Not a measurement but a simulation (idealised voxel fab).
Process module in this document: voxel self aligned contacts
Pictured: cross-section cut, 265 nm wide, on a grid of 5 nm square cells.
If you're reading a cross-section in this doc, picture square cells in a grid; it comes to you as bands, top ones listed first down to the bottom, and a band can be one or more rows of cells.
Top, bottom (nm), then materials left to right with widths (nm); lone material tagged "everywhere" fills the whole band edge to edge; "air" = empty space.
Heads up on the height convention: 0 is the point under which the incoming wafer is all one material, and the lowest band has no bottom, it just keeps going down, like "z 0 and below".
The width entry "30->40" should be interpreted row by row: the top row of cells in the band takes the first number, the bottom row takes the second number, and the change between adjacent rows is uniform throughout.
"nothing altered" means the step left every cell of the cross-section as it was.
The entry "Enclosed void catalog" lists the empty spaces that cover at least 8 cells and have no open path to the top. Each is written as width x height at distance, where the distance is measured from the left edge and all three values are in nm.
Formally, on a step line, whatever follows the settings is a remark that the simulator itself makes on the step.
overlay nm: right-of-plan distance of the mask on a masked step; negative values mean left-of-plan.
# plan
1) RECEIVE: material Si
2) OXIDIZE: depth nm 5
3) DIRECTIONAL_DEP: material polySi, thk nm 20
4) DIRECTIONAL_DEP: material SiN, thk nm 15
5) PATTERN: tone cover, mask id GATE, material resist, width nm 35, pitch nm 70, thk nm 20, overlay nm 0
6) DIRECTIONAL_ETCH: etch materials SiN, depth nm 15
7) DIRECTIONAL_ETCH: etch materials polySi, depth nm 20
8) STRIP: etch materials resist
9) CONFORMAL_DEP: material SiN, thk nm 5
10) DIRECTIONAL_ETCH: etch materials SiN, depth nm 5
11) FILL_DEP: material SiO2, thk nm 15
12) CMP: height nm 40
13) PATTERN: tone open, mask id CONTACT, material resist, width nm 45, thk nm 15, overlay nm 0
14) DIRECTIONAL_ETCH: etch materials SiO2, depth nm 45
15) STRIP: etch materials resist
16) CONFORMAL_DEP: material TiN, thk nm 5
17) FILL_DEP: material Ru, thk nm 5
18) CMP: height nm 40
19) CONFORMAL_DEP: material SiN, thk nm 5
# The first of two wafers, run as planned
# Cross-section of the wafer upon arrival, representing the state reached after step 1
  z 0 and below: Si everywhere
  Enclosed void catalog: none
# So this is the wafer cross-section right after step 2
  z 0 to -5: SiO2 everywhere
  Anything lower than -5 is untouched.
# So this is the wafer cross-section right after step 3
  z 20 to 0: polySi everywhere
  Anything lower than 0 is untouched.
# So this is the wafer cross-section right after step 4
  z 35 to 20: SiN everywhere
  Anything lower than 20 is untouched.
# So this is the wafer cross-section right after step 5
  z 55 to 35: 80 air | 35 resist | 35 air | 35 resist | 80 air
  Anything lower than 35 is untouched.
# So this is the wafer cross-section right after step 6
  z 55 to 35: 80 air | 35 resist | 35 air | 35 resist | 80 air
  z 35 to 20: 80 air | 35 SiN | 35 air | 35 SiN | 80 air
  Anything lower than 20 is untouched.
# So this is the wafer cross-section right after step 7
  z 55 to 35: 80 air | 35 resist | 35 air | 35 resist | 80 air
  z 35 to 20: 80 air | 35 SiN | 35 air | 35 SiN | 80 air
  z 20 to 0: 80 air | 35 polySi | 35 air | 35 polySi | 80 air
  Anything lower than 0 is untouched.
# So this is the wafer cross-section right after step 8
  z 35 to 20: 80 air | 35 SiN | 35 air | 35 SiN | 80 air
  Anything lower than 20 is untouched.
# So this is the wafer cross-section right after step 9
  z 40 to 20: 75 air | 45 SiN | 25 air | 45 SiN | 75 air
  z 20 to 5: 75 air | 5 SiN | 35 polySi | 5 SiN | 25 air | 5 SiN | 35 polySi | 5 SiN | 75 air
  z 5 to 0: 80 SiN | 35 polySi | 35 SiN | 35 polySi | 80 SiN
  Anything lower than 0 is untouched.
# So this is the wafer cross-section right after step 10
  z 35 to 20: 75 air | 45 SiN | 25 air | 45 SiN | 75 air
  z 20 to 0: 75 air | 5 SiN | 35 polySi | 5 SiN | 25 air | 5 SiN | 35 polySi | 5 SiN | 75 air
  Anything lower than 0 is untouched.
# So this is the wafer cross-section right after step 11
  z 50 to 35: SiO2 everywhere
  z 35 to 20: 75 SiO2 | 45 SiN | 25 SiO2 | 45 SiN | 75 SiO2
  z 20 to 0: 75 SiO2 | 5 SiN | 35 polySi | 5 SiN | 25 SiO2 | 5 SiN | 35 polySi | 5 SiN | 75 SiO2
  Anything lower than 0 is untouched.
# So this is the wafer cross-section right after step 12
  z 40 to 35: SiO2 everywhere
  Anything lower than 35 is untouched.
# So this is the wafer cross-section right after step 13
  z 55 to 40: 110 resist | 45 air | 110 resist
  Anything lower than 40 is untouched.
# So this is the wafer cross-section right after step 14
  z 55 to 40: 110 resist | 45 air | 110 resist
  z 40 to 35: 110 SiO2 | 45 air | 110 SiO2
  z 35 to 20: 75 SiO2 | 45 SiN | 25 air | 45 SiN | 75 SiO2
  z 20 to 0: 75 SiO2 | 5 SiN | 35 polySi | 5 SiN | 25 air | 5 SiN | 35 polySi | 5 SiN | 75 SiO2
  z 0 to -5: 120 SiO2 | 25 air | 120 SiO2
  Anything lower than -5 is untouched.
# So this is the wafer cross-section right after step 15
  z 40 to 35: 110 SiO2 | 45 air | 110 SiO2
  Anything lower than 35 is untouched.
# So this is the wafer cross-section right after step 16
  z 45 to 40: 115 TiN | 35 air | 115 TiN
  z 40 to 35: 110 SiO2 | 15 TiN | 15 air | 15 TiN | 110 SiO2
  z 35 to 20: 75 SiO2 | 45 SiN | 5 TiN | 15 air | 5 TiN | 45 SiN | 75 SiO2
  z 20 to 0: 75 SiO2 | 5 SiN | 35 polySi | 5 SiN | 5 TiN | 15 air | 5 TiN | 5 SiN | 35 polySi | 5 SiN | 75 SiO2
  z 0 to -5: 120 SiO2 | 25 TiN | 120 SiO2
  Anything lower than -5 is untouched.
# So this is the wafer cross-section right after step 17
  z 50 to 45: Ru everywhere
  z 45 to 40: 115 TiN | 35 Ru | 115 TiN
  z 40 to 35: 110 SiO2 | 15 TiN | 15 Ru | 15 TiN | 110 SiO2
  z 35 to 20: 75 SiO2 | 45 SiN | 5 TiN | 15 Ru | 5 TiN | 45 SiN | 75 SiO2
  z 20 to 0: 75 SiO2 | 5 SiN | 35 polySi | 5 SiN | 5 TiN | 15 Ru | 5 TiN | 5 SiN | 35 polySi | 5 SiN | 75 SiO2
  Anything lower than 0 is untouched.
# So this is the wafer cross-section right after step 18
  z 40 to 35: 110 SiO2 | 15 TiN | 15 Ru | 15 TiN | 110 SiO2
  Anything lower than 35 is untouched.
# So this is the wafer cross-section right after step 19
  z 45 to 40: SiN everywhere
  Anything lower than 40 is untouched.
# The Second Wafer: Common Origin and Plan, One Mistake in Execution, Identical to the First Through Step 12
# Cross-section of the second wafer at the time by which step 13 should have been completed according to the plan
  z 55 to 40: 115 resist | 35 air | 115 resist
  Anything lower than 40 is untouched.
# Cross-section of the second wafer at the time by which step 14 should have been completed according to the plan
  z 55 to 40: 115 resist | 35 air | 115 resist
  z 40 to 35: 115 SiO2 | 35 air | 115 SiO2
  z 35 to 20: 75 SiO2 | 45 SiN | 25 air | 45 SiN | 75 SiO2
  z 20 to 0: 75 SiO2 | 5 SiN | 35 polySi | 5 SiN | 25 air | 5 SiN | 35 polySi | 5 SiN | 75 SiO2
  z 0 to -5: 120 SiO2 | 25 air | 120 SiO2
  Anything lower than -5 is untouched.
# Cross-section of the second wafer at the time by which step 15 should have been completed according to the plan
  z 40 to 35: 115 SiO2 | 35 air | 115 SiO2
  Anything lower than 35 is untouched.
# Cross-section of the second wafer at the time by which step 16 should have been completed according to the plan
  z 45 to 40: 120 TiN | 25 air | 120 TiN
  z 40 to 35: 115 SiO2 | 10 TiN | 15 air | 10 TiN | 115 SiO2
  z 35 to 20: 75 SiO2 | 45 SiN | 5 TiN | 15 air | 5 TiN | 45 SiN | 75 SiO2
  z 20 to 0: 75 SiO2 | 5 SiN | 35 polySi | 5 SiN | 5 TiN | 15 air | 5 TiN | 5 SiN | 35 polySi | 5 SiN | 75 SiO2
  z 0 to -5: 120 SiO2 | 25 TiN | 120 SiO2
  Anything lower than -5 is untouched.
# Cross-section of the second wafer at the time by which step 17 should have been completed according to the plan
  z 50 to 45: Ru everywhere
  z 45 to 40: 120 TiN | 25 Ru | 120 TiN
  z 40 to 35: 115 SiO2 | 10 TiN | 15 Ru | 10 TiN | 115 SiO2
  z 35 to 20: 75 SiO2 | 45 SiN | 5 TiN | 15 Ru | 5 TiN | 45 SiN | 75 SiO2
  z 20 to 0: 75 SiO2 | 5 SiN | 35 polySi | 5 SiN | 5 TiN | 15 Ru | 5 TiN | 5 SiN | 35 polySi | 5 SiN | 75 SiO2
  Anything lower than 0 is untouched.
# Cross-section of the second wafer at the time by which step 18 should have been completed according to the plan
  z 40 to 35: 115 SiO2 | 10 TiN | 15 Ru | 10 TiN | 115 SiO2
  Anything lower than 35 is untouched.
# Cross-section of the second wafer at the time by which step 19 should have been completed according to the plan
  z 45 to 40: SiN everywhere
  Anything lower than 40 is untouched.
It is concluded that the wafer was processed incorrectly with respect to the plan, in that it should be noted that step 13 was executed with settings other than those planned, the operation and settings actually applied being PATTERN: tone open, mask id CONTACT, material resist, width nm 35, thk nm 15, overlay nm 0
Final wafer comparison in cells, second versus first, more or fewer per material: SiO2 +2 | TiN -2
